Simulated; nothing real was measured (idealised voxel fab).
process module | voxel wiring stack
cross-section cut | 280 nm wide | cells 5 nm
A cross-section is a grid of square cells, given in bands from the top down. A band is one or more rows of cells.
Each band's line starts with the height of the band's top and of its bottom, in nm. Then come its materials from left to right, each with its width in nm. One material with "throughout" fills the band from edge to edge. "air" is empty space.
Height 0 is the level under which the wafer as received is all one material. The lowest band goes on downwards, as in "0 down".
A width such as "30 to 40" changes by the same amount from each row of cells to the next, from the band's top row to its bottom row.
"no change" after a step means that no cell of the cross-section changed.
closed voids: empty space of 8 cells or more with no open way to the top, each as width x height at its distance from the left edge, in nm
after a step's settings: what the simulator itself notes on the step
overlay nm, on a step with a mask: how far to the right of its planned place the mask lay; to the left if negative
plan
1 op RECEIVE | material Si
2 op CONFORMAL_DEP | material SiO2 | thk nm 10
3 op CONFORMAL_DEP | material SiN | thk nm 5
4 op DIRECTIONAL_DEP | material lowk | thk nm 25
5 op PATTERN | tone open | mask id METAL_1 | material resist | width nm 30 | pitch nm 60 | thk nm 15 | overlay nm 0
6 op DIRECTIONAL_ETCH | etch materials lowk | depth nm 25
7 op DIRECTIONAL_ETCH | etch materials SiN | depth nm 5
8 op STRIP | etch materials resist
9 op CONFORMAL_DEP | material TiN | thk nm 5
10 op FILL_DEP | material W | thk nm 5
11 op CMP | height nm 40
12 op CONFORMAL_DEP | material SiCN | thk nm 5
13 op DIRECTIONAL_DEP | material lowk | thk nm 20
14 op DIRECTIONAL_DEP | material aC | thk nm 15
15 op PATTERN | tone open | mask id PLUG_1 | material resist | width nm 15 | pitch nm 120 | thk nm 30 | overlay nm 0
16 op DIRECTIONAL_ETCH | etch materials aC | depth nm 15
17 op STRIP | etch materials resist
18 op DIRECTIONAL_ETCH | etch materials lowk | depth nm 20
19 op DIRECTIONAL_ETCH | etch materials SiCN | depth nm 5
20 op STRIP | etch materials aC
21 op EPI | material Ru | thk nm 10
22 op EPI | material Ru | thk nm 10
23 op EPI | material Ru | thk nm 5
24 op CONFORMAL_DEP | material SiCN | thk nm 5
25 op DIRECTIONAL_DEP | material lowk | thk nm 25
26 op MASKED_ETCH | tone open | mask id METAL_2 | width nm 30 | pitch nm 60 | etch materials lowk | depth nm 25 | overlay nm 0
27 op MASKED_ETCH | tone open | mask id METAL_2 | width nm 30 | pitch nm 60 | etch materials SiCN | depth nm 5 | overlay nm 0
28 op CONFORMAL_DEP | material TiN | thk nm 5
29 op FILL_DEP | material Cu | thk nm 10
30 op CMP | height nm 95
31 op CONFORMAL_DEP | material SiCN | thk nm 5
32 op DIRECTIONAL_DEP | material SiO2 | thk nm 35
33 op DIRECTIONAL_DEP | material aC | thk nm 10
34 op PATTERN | tone open | mask id METAL_3 | material resist | width nm 30 | pitch nm 60 | thk nm 30 | overlay nm 0
35 op DIRECTIONAL_ETCH | etch materials aC | depth nm 10
36 op STRIP | etch materials resist
37 op DIRECTIONAL_ETCH | etch materials SiO2 | depth nm 20
38 op STRIP | etch materials aC
39 op PATTERN | tone open | mask id METAL_3_HOLES | material resist | width nm 15 | pitch nm 120 | thk nm 15 | overlay nm 0
40 op DIRECTIONAL_ETCH | etch materials SiO2 | depth nm 15
41 op DIRECTIONAL_ETCH | etch materials SiCN | depth nm 5
42 op STRIP | etch materials resist
43 op CONFORMAL_DEP | material TiN | thk nm 5
44 op FILL_DEP | material Cu | thk nm 10
45 op CMP | height nm 135
46 op CONFORMAL_DEP | material SiN | thk nm 5
as received, after step 1
  0 down: Si throughout
  closed voids: none
first wafer at the end, as planned
  140 to 135: SiN throughout
  135 to 120: SiO2 65 | TiN 5 | Cu 20 | TiN 5 | SiO2 30 | TiN 5 | Cu 20 | TiN 5 | SiO2 30 | TiN 5 | Cu 20 | TiN 5 | SiO2 65
  120 to 115: SiO2 65 | TiN 5 | Cu 5 | TiN 20 | SiO2 30 | TiN 30 | SiO2 30 | TiN 5 | Cu 5 | TiN 20 | SiO2 65
  115 to 100: SiO2 65 | TiN 5 | Cu 5 | TiN 5 | SiO2 105 | TiN 5 | Cu 5 | TiN 5 | SiO2 80
  100 to 95: SiCN 65 | TiN 15 | SiCN 105 | TiN 15 | SiCN 80
  95 to 70: lowk 65 | TiN 5 | Cu 20 | TiN 5 | lowk 30 | TiN 5 | Cu 20 | TiN 5 | lowk 30 | TiN 5 | Cu 20 | TiN 5 | lowk 65
  70 to 65: SiCN 65 | TiN 30 | SiCN 30 | TiN 30 | SiCN 30 | TiN 30 | SiCN 65
  65 to 45: lowk 65 | Ru 15 | lowk 105 | Ru 15 | lowk 80
  45 to 40: SiCN 65 | Ru 15 | SiCN 105 | Ru 15 | SiCN 80
  40 to 15: lowk 65 | TiN 5 | W 20 | TiN 5 | lowk 30 | TiN 5 | W 20 | TiN 5 | lowk 30 | TiN 5 | W 20 | TiN 5 | lowk 65
  15 to 10: SiN 65 | TiN 30 | SiN 30 | TiN 30 | SiN 30 | TiN 30 | SiN 65
  10 to 0: SiO2 throughout
  0 down: Si throughout
  closed voids: none
second wafer at the end: like start, like plan, one mistake
  140 to 135: SiN throughout
  135 to 120: SiO2 65 | TiN 5 | Cu 20 | TiN 5 | SiO2 30 | TiN 5 | Cu 20 | TiN 5 | SiO2 30 | TiN 5 | Cu 20 | TiN 5 | SiO2 65
  120 to 115: SiO2 65 | TiN 5 | Cu 5 | TiN 20 | SiO2 30 | TiN 30 | SiO2 30 | TiN 5 | Cu 5 | TiN 20 | SiO2 65
  115 to 100: SiO2 65 | TiN 5 | Cu 5 | TiN 5 | SiO2 105 | TiN 5 | Cu 5 | TiN 5 | SiO2 80
  100 to 95: SiCN 65 | TiN 15 | SiCN 105 | TiN 15 | SiCN 80
  95 to 70: lowk 65 | TiN 5 | Cu 20 | TiN 5 | lowk 30 | TiN 5 | Cu 20 | TiN 5 | lowk 30 | TiN 5 | Cu 20 | TiN 5 | lowk 65
  70 to 65: SiCN 65 | TiN 30 | SiCN 30 | TiN 30 | SiCN 30 | TiN 30 | SiCN 65
  65 to 55: lowk 65 | SiCN 5 | TiN 5 | SiCN 5 | lowk 105 | SiCN 5 | TiN 5 | SiCN 5 | lowk 80
  55 to 45: lowk throughout
  45 to 40: SiCN throughout
  40 to 15: lowk 65 | TiN 5 | W 20 | TiN 5 | lowk 30 | TiN 5 | W 20 | TiN 5 | lowk 30 | TiN 5 | W 20 | TiN 5 | lowk 65
  15 to 10: SiN 65 | TiN 30 | SiN 30 | TiN 30 | SiN 30 | TiN 30 | SiN 65
  10 to 0: SiO2 throughout
  0 down: Si throughout
  closed voids: none
what went wrong: step 18 ran as: op DIRECTIONAL_ETCH | etch materials lowk | depth nm 10
at the end the second wafer has, in cells: 30 fewer of Ru | 14 more of SiCN | 4 more of TiN | 12 more of lowk
